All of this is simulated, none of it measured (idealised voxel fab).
process module | voxel ribs on slabs
We display cut, a cross-section 295 nm in width whose square cells are each 5 nm.
Heads up, the way a cross-section reads in here is a grid of square cells, handed over as bands from the top down, with every band being one or more rows of cells. Look at the band entry: it leads with the top's height and the bottom's height in nm. Then it lists the materials left to right, with a width in nm for each. The word "all across" on a single material says that material fills the band edge to edge. The word "air" is empty space. Measure heights from 0. That's the level where, below it, the as-received wafer is all one material. The lowest band is bottomless and extends downward; write it as in "0 nm and below". When a width is written as two numbers, as in "30 to 40", the first number is the width in the top row of cells of the band and the second is the width in its bottom row, and the width changes by the same amount from each row to the next. The designation "stayed the same", where it is given for a processing step, indicates that no cell of the cross-section was altered in the course of that step. The entry "Enclosed void list" lists the empty spaces that cover at least 8 cells and have no open path to the top. Each is written as width x height at distance, where the distance is measured from the left edge and all three values are in nm. The remark found on a step's line after its settings is issued by the simulator itself and pertains to that step. "overlay nm" denotes, for a step that has a mask, the displacement of the mask to the right of its planned place, with negative values corresponding to the left.
So here's the lineup of process steps we planned
1) op RECEIVE | material Si
2) op DIRECTIONAL_DEP | material SiO2 | thk nm 30
3) op DIRECTIONAL_DEP | material SiN | thk nm 15
4) op DIRECTIONAL_DEP | material aC | thk nm 10
5) op PATTERN | tone cover | mask id RIB | material resist | width nm 20 | thk nm 25 | overlay nm 0
6) op DIRECTIONAL_ETCH | etch materials aC | depth nm 10
7) op STRIP | etch materials resist
8) op DIRECTIONAL_ETCH | etch materials SiN | depth nm 5
9) op STRIP | etch materials aC
10) op PATTERN | tone cover | mask id SLAB | material resist | width nm 70 | thk nm 15 | overlay nm 0
11) op DIRECTIONAL_ETCH | etch materials SiN | depth nm 10
12) op STRIP | etch materials resist
13) op FILL_DEP | material SiO2 | thk nm 20
14) op CMP | height nm 55
15) op DIRECTIONAL_DEP | material TiN | thk nm 5
16) op PATTERN | tone cover | mask id HEATER | material resist | width nm 30 | thk nm 15 | overlay nm 0
17) op DIRECTIONAL_ETCH | etch materials TiN | depth nm 5
18) op STRIP | etch materials resist
19) op CONFORMAL_DEP | material SiN | thk nm 10
First out of two wafers; run went to plan
Cross-section of the wafer as it came to us, i.e., already through step 1
- 0 nm and below = Si all across
- Enclosed void list: none
The following cross-section depicts the wafer upon completion of step 2
- 30 nm to 0 nm = SiO2 all across
- Beneath the level 0, the cross-section is identical to its previous state.
The following cross-section depicts the wafer upon completion of step 3
- 45 nm to 30 nm = SiN all across
- Beneath the level 30, the cross-section is identical to its previous state.
The following cross-section depicts the wafer upon completion of step 4
- 55 nm to 45 nm = aC all across
- Beneath the level 45, the cross-section is identical to its previous state.
The following cross-section depicts the wafer upon completion of step 5
- 80 nm to 55 nm = air 135; resist 20; air 140
- Beneath the level 55, the cross-section is identical to its previous state.
The following cross-section depicts the wafer upon completion of step 6
- 70 nm to 55 nm = air 135; resist 20; air 140
- 55 nm to 45 nm = air 135; aC 20; air 140
- Beneath the level 45, the cross-section is identical to its previous state.
The following cross-section depicts the wafer upon completion of step 7
- 55 nm to 45 nm = air 135; aC 20; air 140
- Beneath the level 45, the cross-section is identical to its previous state.
The following cross-section depicts the wafer upon completion of step 8
- 55 nm to 45 nm = air 135; aC 20; air 140
- 45 nm to 40 nm = air 135; SiN 20; air 140
- Beneath the level 40, the cross-section is identical to its previous state.
The following cross-section depicts the wafer upon completion of step 9
- 45 nm to 40 nm = air 135; SiN 20; air 140
- Beneath the level 40, the cross-section is identical to its previous state.
The following cross-section depicts the wafer upon completion of step 10
- 60 nm to 45 nm = air 110; resist 70; air 115
- 45 nm to 40 nm = air 110; resist 25; SiN 20; resist 25; air 115
- Beneath the level 40, the cross-section is identical to its previous state.
The following cross-section depicts the wafer upon completion of step 11
- 60 nm to 45 nm = air 110; resist 70; air 115
- 45 nm to 40 nm = air 110; resist 25; SiN 20; resist 25; air 115
- 40 nm to 30 nm = air 110; SiN 70; air 115
- Beneath the level 30, the cross-section is identical to its previous state.
The following cross-section depicts the wafer upon completion of step 12
- 45 nm to 40 nm = air 135; SiN 20; air 140
- Beneath the level 40, the cross-section is identical to its previous state.
The following cross-section depicts the wafer upon completion of step 13
- 65 nm to 45 nm = SiO2 all across
- 45 nm to 40 nm = SiO2 135; SiN 20; SiO2 140
- 40 nm to 30 nm = SiO2 110; SiN 70; SiO2 115
- Beneath the level 30, the cross-section is identical to its previous state.
The following cross-section depicts the wafer upon completion of step 14
- 55 nm to 45 nm = SiO2 all across
- Beneath the level 45, the cross-section is identical to its previous state.
The following cross-section depicts the wafer upon completion of step 15
- 60 nm to 55 nm = TiN all across
- Beneath the level 55, the cross-section is identical to its previous state.
The following cross-section depicts the wafer upon completion of step 16
- 75 nm to 60 nm = air 130; resist 30; air 135
- Beneath the level 60, the cross-section is identical to its previous state.
The following cross-section depicts the wafer upon completion of step 17
- 75 nm to 60 nm = air 130; resist 30; air 135
- 60 nm to 55 nm = air 130; TiN 30; air 135
- Beneath the level 55, the cross-section is identical to its previous state.
The following cross-section depicts the wafer upon completion of step 18
- 60 nm to 55 nm = air 130; TiN 30; air 135
- Beneath the level 55, the cross-section is identical to its previous state.
The following cross-section depicts the wafer upon completion of step 19
- 70 nm to 65 nm = air 120; SiN 50; air 125
- 65 nm to 60 nm = SiN all across
- 60 nm to 55 nm = SiN 130; TiN 30; SiN 135
- Beneath the level 55, the cross-section is identical to its previous state.
The second wafer was prepared from the same starting point and under the same plan as the first; its processing contained one mistake, and it remains indistinguishable from the first wafer up to and including step 9
Second wafer profile in section, at the moment step 10 of the plan was meant to be complete
- 60 nm to 45 nm = air 100; resist 70; air 125
- 45 nm to 40 nm = air 100; resist 35; SiN 20; resist 15; air 125
- Beneath the level 40, the cross-section is identical to its previous state.
Second wafer profile in section, at the moment step 11 of the plan was meant to be complete
- 60 nm to 45 nm = air 100; resist 70; air 125
- 45 nm to 40 nm = air 100; resist 35; SiN 20; resist 15; air 125
- 40 nm to 30 nm = air 100; SiN 70; air 125
- Beneath the level 30, the cross-section is identical to its previous state.
Second wafer profile in section, at the moment step 12 of the plan was meant to be complete
- 45 nm to 40 nm = air 135; SiN 20; air 140
- Beneath the level 40, the cross-section is identical to its previous state.
Second wafer profile in section, at the moment step 13 of the plan was meant to be complete
- 65 nm to 45 nm = SiO2 all across
- 45 nm to 40 nm = SiO2 135; SiN 20; SiO2 140
- 40 nm to 30 nm = SiO2 100; SiN 70; SiO2 125
- Beneath the level 30, the cross-section is identical to its previous state.
Second wafer profile in section, at the moment step 14 of the plan was meant to be complete
- 55 nm to 45 nm = SiO2 all across
- Beneath the level 45, the cross-section is identical to its previous state.
Second wafer profile in section, at the moment step 15 of the plan was meant to be complete
- 60 nm to 55 nm = TiN all across
- Beneath the level 55, the cross-section is identical to its previous state.
Second wafer profile in section, at the moment step 16 of the plan was meant to be complete
- 75 nm to 60 nm = air 130; resist 30; air 135
- Beneath the level 60, the cross-section is identical to its previous state.
Second wafer profile in section, at the moment step 17 of the plan was meant to be complete
- 75 nm to 60 nm = air 130; resist 30; air 135
- 60 nm to 55 nm = air 130; TiN 30; air 135
- Beneath the level 55, the cross-section is identical to its previous state.
Second wafer profile in section, at the moment step 18 of the plan was meant to be complete
- 60 nm to 55 nm = air 130; TiN 30; air 135
- Beneath the level 55, the cross-section is identical to its previous state.
Second wafer profile in section, at the moment step 19 of the plan was meant to be complete
- 70 nm to 65 nm = air 120; SiN 50; air 125
- 65 nm to 60 nm = SiN all across
- 60 nm to 55 nm = SiN 130; TiN 30; SiN 135
- Beneath the level 55, the cross-section is identical to its previous state.
what went wrong: off-plan run, step 10, actual operation and settings op PATTERN | tone cover | mask id SLAB | material resist | width nm 70 | thk nm 15 | overlay nm -10
Heads up: at the end the two wafers have identical cell counts per material, they're just laid out differently.
